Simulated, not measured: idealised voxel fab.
The document below concerns the process module designated voxel transistor to metal.
It is cross-section cut that appears here, measuring 195 nm in width, its square cells being 5 nm in size.
Cross-sections here: square-cell grids, written as top-down lists of bands, a band being one or more rows of cells. The entry gives the band's vertical extent as a top height and a bottom height in nm, then its horizontal make-up as materials from left to right, each with a width in nm. "empty" stands for empty space; a single material marked "edge to edge" fills the band edge to edge. Convention: height 0 is the level below which the wafer, as received, is all one material. The lowest band does not terminate at the bottom but continues downward, represented as "top 0, no bottom". When a width is written as two numbers, as in "30->40", the first number is the width in the top row of cells of the band and the second is the width in its bottom row, and the width changes by the same amount from each row to the next. What does "nothing got changed" mean for a step? It means no cell of the cross-section changed in that step. So "Enclosed cavities" is basically the list of trapped voids: any empty space of 8 cells or more that can't reach the top through an opening. They're written width x height at distance, the distance being from the left edge, and it's all nm. Heads up: the bit after the settings on a step's line is the simulator's remark on that step. "overlay nm" answers the question of how far to the right of plan the mask lay on a step that has a mask, and when it is negative the answer is to the left.

Here's what the planned process steps look like
1) RECEIVE, material Si
2) CONFORMAL_DEP, material SiO2, thk nm 5
3) CONFORMAL_DEP, material SiN, thk nm 10
4) PATTERN, tone cover, mask id ACTIVE, material resist, width nm 125, thk nm 15, overlay nm 0
5) DIRECTIONAL_ETCH, etch materials SiN, depth nm 10
6) DIRECTIONAL_ETCH, etch materials SiO2, depth nm 5
7) DIRECTIONAL_ETCH, etch materials Si, depth nm 20
8) STRIP, etch materials resist
9) OXIDIZE, depth nm 5
10) FILL_DEP, material SiO2, thk nm 5
11) CMP, height nm 15
12) SELECTIVE_ETCH, etch materials SiO2, depth nm 10
13) STRIP, etch materials SiN
14) SELECTIVE_ETCH, etch materials SiO2, depth nm 5
15) OXIDIZE, depth nm 5
16) DIRECTIONAL_DEP, material polySi, thk nm 30
17) DIRECTIONAL_DEP, material SiCN, thk nm 15
18) PATTERN, tone cover, mask id GATE, material resist, width nm 35, thk nm 15, overlay nm 0
19) DIRECTIONAL_ETCH, etch materials SiCN, depth nm 25
20) DIRECTIONAL_ETCH, etch materials polySi, depth nm 40
21) STRIP, etch materials resist
22) CONFORMAL_DEP, material SiO2, thk nm 5
23) DIRECTIONAL_ETCH, etch materials SiO2, depth nm 5
24) CONFORMAL_DEP, material SiN, thk nm 5
25) DIRECTIONAL_ETCH, etch materials SiN, depth nm 5
26) DIRECTIONAL_ETCH, etch materials SiO2, depth nm 5
27) DIRECTIONAL_ETCH, etch materials Si, depth nm 15
28) EPI, material SiGe, thk nm 20
29) FILL_DEP, material SiO2, thk nm 5
30) CMP, height nm 30
31) STRIP, etch materials polySi
32) SELECTIVE_ETCH, etch materials SiO2, depth nm 5
33) CONFORMAL_DEP, material HfO2, thk nm 5
34) CONFORMAL_DEP, material TiN, thk nm 5
35) FILL_DEP, material W, thk nm 10
36) CMP, height nm 25
37) DIRECTIONAL_DEP, material SiO2, thk nm 10
38) DIRECTIONAL_DEP, material aC, thk nm 15
39) PATTERN, tone open, mask id CONTACT, material resist, width nm 15, pitch nm 90, thk nm 30, overlay nm 0
40) DIRECTIONAL_ETCH, etch materials aC, depth nm 15
41) STRIP, etch materials resist
42) DIRECTIONAL_ETCH, etch materials SiO2, depth nm 35
43) STRIP, etch materials aC
44) CONFORMAL_DEP, material TiN, thk nm 5
45) FILL_DEP, material Ru, thk nm 5
46) CMP, height nm 35
47) DIRECTIONAL_DEP, material TiN, thk nm 5
48) DIRECTIONAL_DEP, material W, thk nm 15
49) PATTERN, tone cover, mask id METAL_1, material resist, width nm 15, pitch nm 90, thk nm 15, overlay nm 0
50) DIRECTIONAL_ETCH, etch materials W, depth nm 15
51) DIRECTIONAL_ETCH, etch materials TiN, depth nm 5
52) STRIP, etch materials resist
53) FILL_DEP, material lowk, thk nm 10
54) CMP, height nm 55
55) CONFORMAL_DEP, material SiN, thk nm 5

Wafer as received: cross-section following step 1
	top 0, no bottom | Si edge to edge
	Enclosed cavities: none

Post-module cross-section: identical start and plan to those above, one misstep in execution
	top 60, bottom 55 | SiN edge to edge
	top 55, bottom 40 | lowk=45, W=15, lowk=75, W=15, lowk=45
	top 40, bottom 35 | lowk=45, TiN=15, lowk=75, TiN=15, lowk=45
	top 35, bottom 25 | SiO2=45, TiN=5, Ru=5, TiN=5, SiO2=75, TiN=5, Ru=5, TiN=5, SiO2=45
	top 25, bottom 20 | SiO2=45, TiN=5, Ru=5, TiN=5, SiO2=10, SiN=5, HfO2=5, aC=5, W=25, aC=5, HfO2=5, SiN=5, SiO2=10, TiN=5, Ru=5, TiN=5, SiO2=45
	top 20, bottom 15 | SiO2=45, TiN=15, SiO2=10, SiN=5, HfO2=5, aC=5, W=25, aC=5, HfO2=5, SiN=5, SiO2=10, TiN=15, SiO2=45
	top 15, bottom 5 | SiO2=45, TiN=5, SiGe=20, SiN=5, HfO2=5, aC=5, W=25, aC=5, HfO2=5, SiN=5, SiGe=20, TiN=5, SiO2=45
	top 5, bottom 0 | SiO2=45, TiN=5, SiGe=20, SiN=5, HfO2=5, aC=35, HfO2=5, SiN=5, SiGe=20, TiN=5, SiO2=45
	top 0, bottom -5 | SiO2=35, SiGe=35, SiO2=5, HfO2=45, SiO2=5, SiGe=35, SiO2=35
	top -5, bottom -20 | SiO2=40, SiGe=30, Si=55, SiGe=30, SiO2=40
	top -20, bottom -25 | SiO2=40, Si=115, SiO2=40
	top -25, no bottom | Si edge to edge
	Enclosed cavities: none
Where did the run depart from the plan? step 34 was run on a setting that differed from the plan, and what really ran there is CONFORMAL_DEP, material aC, thk nm 5
